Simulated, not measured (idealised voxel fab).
process module | voxel wiring stack
cross-section cut | 195 nm wide | cells 5 nm
A cross-section is a grid of square cells, given in bands from the top down. A band is one or more rows of cells.
Each band's line starts with the height of the band's top and of its bottom, in nm. Then come its materials from left to right, each with its width in nm. One material with "throughout" fills the band from edge to edge. "air" is empty space.
Height 0 is the level under which the wafer as received is all one material. The lowest band goes on downwards, as in "0 down".
A width such as "30 to 40" changes by the same amount from each row of cells to the next, from the band's top row to its bottom row.
"no change" after a step means that no cell of the cross-section changed.
closed voids: empty space of 8 cells or more with no open way to the top, each as width x height at its distance from the left edge, in nm
after a step's settings: what the simulator itself notes on the step
overlay nm, on a step with a mask: how far to the right of its planned place the mask lay; to the left if negative
plan
1 op RECEIVE | material Si
2 op CONFORMAL_DEP | material SiO2 | thk nm 10
3 op DIRECTIONAL_DEP | material TiN | thk nm 5
4 op DIRECTIONAL_DEP | material W | thk nm 20
5 op MASKED_ETCH | tone cover | mask id METAL_1 | width nm 25 | pitch nm 40 | etch materials W | depth nm 20 | overlay nm 0
6 op MASKED_ETCH | tone cover | mask id METAL_1 | width nm 25 | pitch nm 40 | etch materials TiN | depth nm 5 | overlay nm 0
7 op CONFORMAL_DEP | material SiN | thk nm 5
8 op FILL_DEP | material lowk | thk nm 5
9 op CMP | height nm 35
10 op CONFORMAL_DEP | material SiCN | thk nm 5
11 op DIRECTIONAL_DEP | material lowk | thk nm 15
12 op MASKED_ETCH | tone open | mask id PLUG_1 | width nm 15 | pitch nm 40 | etch materials lowk | depth nm 15 | overlay nm 0
13 op MASKED_ETCH | tone open | mask id PLUG_1 | width nm 15 | pitch nm 40 | etch materials SiCN | depth nm 5 | overlay nm 0
14 op EPI | material Ru | thk nm 10
15 op EPI | material Ru | thk nm 10
16 op CONFORMAL_DEP | material SiCN | thk nm 5
17 op DIRECTIONAL_DEP | material SiO2 | thk nm 20
18 op PATTERN | tone open | mask id METAL_2 | material resist | width nm 25 | pitch nm 40 | thk nm 20 | overlay nm 0
19 op DIRECTIONAL_ETCH | etch materials SiO2 | depth nm 20
20 op DIRECTIONAL_ETCH | etch materials SiCN | depth nm 5
21 op STRIP | etch materials resist
22 op CONFORMAL_DEP | material TiN | thk nm 5
23 op FILL_DEP | material Ru | thk nm 5
24 op CMP | height nm 80
25 op CONFORMAL_DEP | material SiCN | thk nm 5
as received, after step 1
  0 down: Si throughout
  closed voids: none
a wafer at the end: this start, this plan, one mistake
  85 to 80: SiCN throughout
  80 to 70: Ru 15 | TiN 5 | SiO2 5 | TiN 5 | Ru 25 | TiN 5 | SiO2 5 | TiN 5 | Ru 25 | TiN 5 | SiO2 5 | TiN 5 | Ru 25 | TiN 5 | SiO2 5 | TiN 5 | Ru 45
  70 to 65: TiN 20 | SiO2 5 | TiN 5 | Ru 15 | TiN 15 | SiO2 5 | TiN 5 | Ru 15 | TiN 15 | SiO2 5 | TiN 5 | Ru 15 | TiN 15 | SiO2 5 | TiN 5 | Ru 15 | TiN 30
  65 to 60: SiO2 25 | TiN 5 | Ru 15 | TiN 5 | SiO2 15 | TiN 5 | Ru 15 | TiN 5 | SiO2 15 | TiN 5 | Ru 15 | TiN 5 | SiO2 15 | TiN 5 | Ru 15 | TiN 5 | SiO2 25
  60 to 55: SiO2 20 | SiCN 5 | TiN 25 | SiO2 10 | SiCN 5 | TiN 25 | SiO2 10 | SiCN 5 | TiN 25 | SiO2 10 | SiCN 5 | TiN 25 | SiO2 25
  55 to 45: SiO2 20 | SiCN 5 | lowk 15 | SiCN 5 | TiN 5 | SiO2 10 | SiCN 5 | lowk 15 | SiCN 5 | TiN 5 | SiO2 10 | SiCN 5 | lowk 15 | SiCN 5 | TiN 5 | SiO2 10 | SiCN 5 | lowk 15 | SiCN 5 | TiN 5 | SiO2 25
  45 to 40: SiCN 25 | lowk 15 | SiCN 5 | TiN 5 | SiCN 15 | lowk 15 | SiCN 5 | TiN 5 | SiCN 15 | lowk 15 | SiCN 5 | TiN 5 | SiCN 15 | lowk 15 | SiCN 5 | TiN 5 | SiCN 25
  40 to 35: SiCN throughout
  35 to 15: lowk 20 | SiN 5 | W 25 | SiN 5 | lowk 5 | SiN 5 | W 25 | SiN 5 | lowk 5 | SiN 5 | W 25 | SiN 5 | lowk 5 | SiN 5 | W 25 | SiN 5 | lowk 20
  15 to 10: SiN 25 | TiN 25 | SiN 15 | TiN 25 | SiN 15 | TiN 25 | SiN 15 | TiN 25 | SiN 25
  10 to 0: SiO2 throughout
  0 down: Si throughout
  closed voids: none
what went wrong: step 12 ran as: op MASKED_ETCH | tone cover | mask id PLUG_1 | width nm 15 | pitch nm 40 | etch materials lowk | depth nm 15 | overlay nm 0
